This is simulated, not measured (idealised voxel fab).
This section sets out a process module, namely voxel wiring stack.
240 nm wide, 5 nm square cells: that's cross-section cut.
Reading order for cross-sections: top band down to bottom band. Underlying form: a grid of square cells. Band size: one or more rows of cells. First you get the band's top height and its bottom height, in nm, and then the materials it's made of, left to right, with each width in nm. If you see a single material with "full width", that one covers the band edge to edge. "empty" is empty space. Heights are reckoned from 0. Under this level, the received wafer is all of one material. The bottommost band is open-ended downward, for example "0 down". With a width like "30 to 40", each row of cells in the band differs from the next by the same amount, the top row carrying the first number and the bottom row the second. For the purposes of this document, the phrase "no change" attached to a step denotes that no cell within the cross-section was modified by that step. Heads up: "Closed void catalog" only lists the empty pockets with no open path to the top that are 8 cells or more, and it writes them as width x height at distance, distance from the left edge, in nm. On a step's line, text after the settings is the simulator commenting on that step. overlay nm: right-of-plan distance of the mask on a masked step; negative values mean left-of-plan.
-- So here's the lineup of process steps we planned
- 1: RECEIVE,material Si
- 2: CONFORMAL_DEP,material SiO2,thk nm 15
- 3: DIRECTIONAL_DEP,material TiN,thk nm 5
- 4: DIRECTIONAL_DEP,material Ru,thk nm 20
- 5: MASKED_ETCH,tone cover,mask id METAL_1,width nm 25,pitch nm 50,etch materials Ru,depth nm 20,overlay nm 0
- 6: MASKED_ETCH,tone cover,mask id METAL_1,width nm 25,pitch nm 50,etch materials TiN,depth nm 5,overlay nm 0
- 7: CONFORMAL_DEP,material SiCN,thk nm 5
- 8: FILL_DEP,material lowk,thk nm 5
- 9: CMP,height nm 40
- 10: CONFORMAL_DEP,material SiCN,thk nm 5
- 11: DIRECTIONAL_DEP,material SiO2,thk nm 20
- 12: DIRECTIONAL_DEP,material aC,thk nm 15
- 13: PATTERN,tone open,mask id PLUG_1,material resist,width nm 15,pitch nm 100,thk nm 30,overlay nm 0
- 14: DIRECTIONAL_ETCH,etch materials aC,depth nm 15
- 15: STRIP,etch materials resist
- 16: DIRECTIONAL_ETCH,etch materials SiO2,depth nm 20
- 17: DIRECTIONAL_ETCH,etch materials SiCN,depth nm 5
- 18: STRIP,etch materials aC
- 19: CONFORMAL_DEP,material TiN,thk nm 5
- 20: FILL_DEP,material Cu,thk nm 5
- 21: CMP,height nm 65
- 22: DIRECTIONAL_DEP,material TiN,thk nm 5
- 23: DIRECTIONAL_DEP,material Ru,thk nm 20
- 24: MASKED_ETCH,tone cover,mask id METAL_2,width nm 25,pitch nm 50,etch materials Ru,depth nm 20,overlay nm 0
- 25: MASKED_ETCH,tone cover,mask id METAL_2,width nm 25,pitch nm 50,etch materials TiN,depth nm 5,overlay nm 0
- 26: CONFORMAL_DEP,material SiCN,thk nm 5
- 27: FILL_DEP,material lowk,thk nm 10
- 28: CMP,height nm 90
- 29: CONFORMAL_DEP,material SiCN,thk nm 5
- 30: DIRECTIONAL_DEP,material lowk,thk nm 30
- 31: DIRECTIONAL_DEP,material aC,thk nm 15
- 32: PATTERN,tone open,mask id METAL_3,material resist,width nm 25,pitch nm 50,thk nm 35,overlay nm 0
- 33: DIRECTIONAL_ETCH,etch materials aC,depth nm 15
- 34: STRIP,etch materials resist
- 35: DIRECTIONAL_ETCH,etch materials lowk,depth nm 20
- 36: STRIP,etch materials aC
- 37: MASKED_ETCH,tone open,mask id METAL_3_HOLES,width nm 15,pitch nm 100,etch materials lowk,depth nm 10,overlay nm 0
- 38: MASKED_ETCH,tone open,mask id METAL_3_HOLES,width nm 15,pitch nm 100,etch materials SiCN,depth nm 5,overlay nm 0
- 39: CONFORMAL_DEP,material TiN,thk nm 5
- 40: FILL_DEP,material Cu,thk nm 5
- 41: CMP,height nm 125
- 42: CONFORMAL_DEP,material SiCN,thk nm 5
-- Cross-sectional view of the wafer in its as-received condition, corresponding to the state after step 1
- 0 down = Si full width
- Closed void catalog: none
-- first wafer at the end, as planned
- 130 to 125 = SiCN full width
- 125 to 110 = lowk: 55 | TiN: 5 | Cu: 15 | TiN: 5 | lowk: 25 | TiN: 5 | Cu: 15 | TiN: 5 | lowk: 25 | TiN: 5 | Cu: 15 | TiN: 5 | lowk: 60
- 110 to 105 = lowk: 55 | TiN: 5 | Cu: 5 | TiN: 15 | lowk: 25 | TiN: 25 | lowk: 25 | TiN: 5 | Cu: 5 | TiN: 15 | lowk: 60
- 105 to 95 = lowk: 55 | TiN: 5 | Cu: 5 | TiN: 5 | lowk: 85 | TiN: 5 | Cu: 5 | TiN: 5 | lowk: 70
- 95 to 90 = SiCN: 55 | TiN: 15 | SiCN: 85 | TiN: 15 | SiCN: 70
- 90 to 70 = lowk: 50 | SiCN: 5 | Ru: 25 | SiCN: 5 | lowk: 15 | SiCN: 5 | Ru: 25 | SiCN: 5 | lowk: 15 | SiCN: 5 | Ru: 25 | SiCN: 5 | lowk: 55
- 70 to 65 = SiCN: 55 | TiN: 25 | SiCN: 25 | TiN: 25 | SiCN: 25 | TiN: 25 | SiCN: 60
- 65 to 45 = SiO2: 55 | TiN: 5 | Cu: 5 | TiN: 5 | SiO2: 85 | TiN: 5 | Cu: 5 | TiN: 5 | SiO2: 70
- 45 to 40 = SiCN: 55 | TiN: 15 | SiCN: 85 | TiN: 15 | SiCN: 70
- 40 to 20 = lowk: 50 | SiCN: 5 | Ru: 25 | SiCN: 5 | lowk: 15 | SiCN: 5 | Ru: 25 | SiCN: 5 | lowk: 15 | SiCN: 5 | Ru: 25 | SiCN: 5 | lowk: 55
- 20 to 15 = SiCN: 55 | TiN: 25 | SiCN: 25 | TiN: 25 | SiCN: 25 | TiN: 25 | SiCN: 60
- 15 to 0 = SiO2 full width
- 0 down = Si full width
- Closed void catalog: none
-- What the second wafer looks like in cross-section once the module is done. Its start and its plan matched the first wafer's exactly; what differed was one mistake in how it was run
- 130 to 125 = SiCN full width
- 125 to 120 = Cu full width
- 120 to 115 = TiN: 60 | Cu: 15 | TiN: 35 | Cu: 15 | TiN: 35 | Cu: 15 | TiN: 65
- 115 to 110 = lowk: 55 | TiN: 5 | Cu: 15 | TiN: 5 | lowk: 25 | TiN: 5 | Cu: 15 | TiN: 5 | lowk: 25 | TiN: 5 | Cu: 15 | TiN: 5 | lowk: 60
- 110 to 100 = lowk: 55 to 70 | TiN: 25 to 10 | lowk: 25 | TiN: 5 | Cu: 15 | TiN: 5 | lowk: 25 to 40 | TiN: 25 to 10 | lowk: 60
- 100 to 95 = lowk: 70 | TiN: 10 | lowk: 25 | TiN: 25 | lowk: 40 | TiN: 10 | lowk: 60
- 95 to 90 = SiCN full width
- 90 to 70 = lowk: 50 | SiCN: 5 | Ru: 25 | SiCN: 5 | lowk: 15 | SiCN: 5 | Ru: 25 | SiCN: 5 | lowk: 15 | SiCN: 5 | Ru: 25 | SiCN: 5 | lowk: 55
- 70 to 65 = SiCN: 55 | TiN: 25 | SiCN: 25 | TiN: 25 | SiCN: 25 | TiN: 25 | SiCN: 60
- 65 to 45 = SiO2: 55 | TiN: 5 | Cu: 5 | TiN: 5 | SiO2: 85 | TiN: 5 | Cu: 5 | TiN: 5 | SiO2: 70
- 45 to 40 = SiCN: 55 | TiN: 15 | SiCN: 85 | TiN: 15 | SiCN: 70
- 40 to 20 = lowk: 50 | SiCN: 5 | Ru: 25 | SiCN: 5 | lowk: 15 | SiCN: 5 | Ru: 25 | SiCN: 5 | lowk: 15 | SiCN: 5 | Ru: 25 | SiCN: 5 | lowk: 55
- 20 to 15 = SiCN: 55 | TiN: 25 | SiCN: 25 | TiN: 25 | SiCN: 25 | TiN: 25 | SiCN: 60
- 15 to 0 = SiO2 full width
- 0 down = Si full width
- Closed void catalog: none
Deviation noted in wafer processing: not per plan at step 37, really ran MASKED_ETCH,tone cover,mask id METAL_3_HOLES,width nm 15,pitch nm 100,etch materials lowk,depth nm 10,overlay nm 0
Final cells, second wafer relative to first, materials higher or lower: +39 Cu; +6 SiCN; +27 TiN; -72 lowk
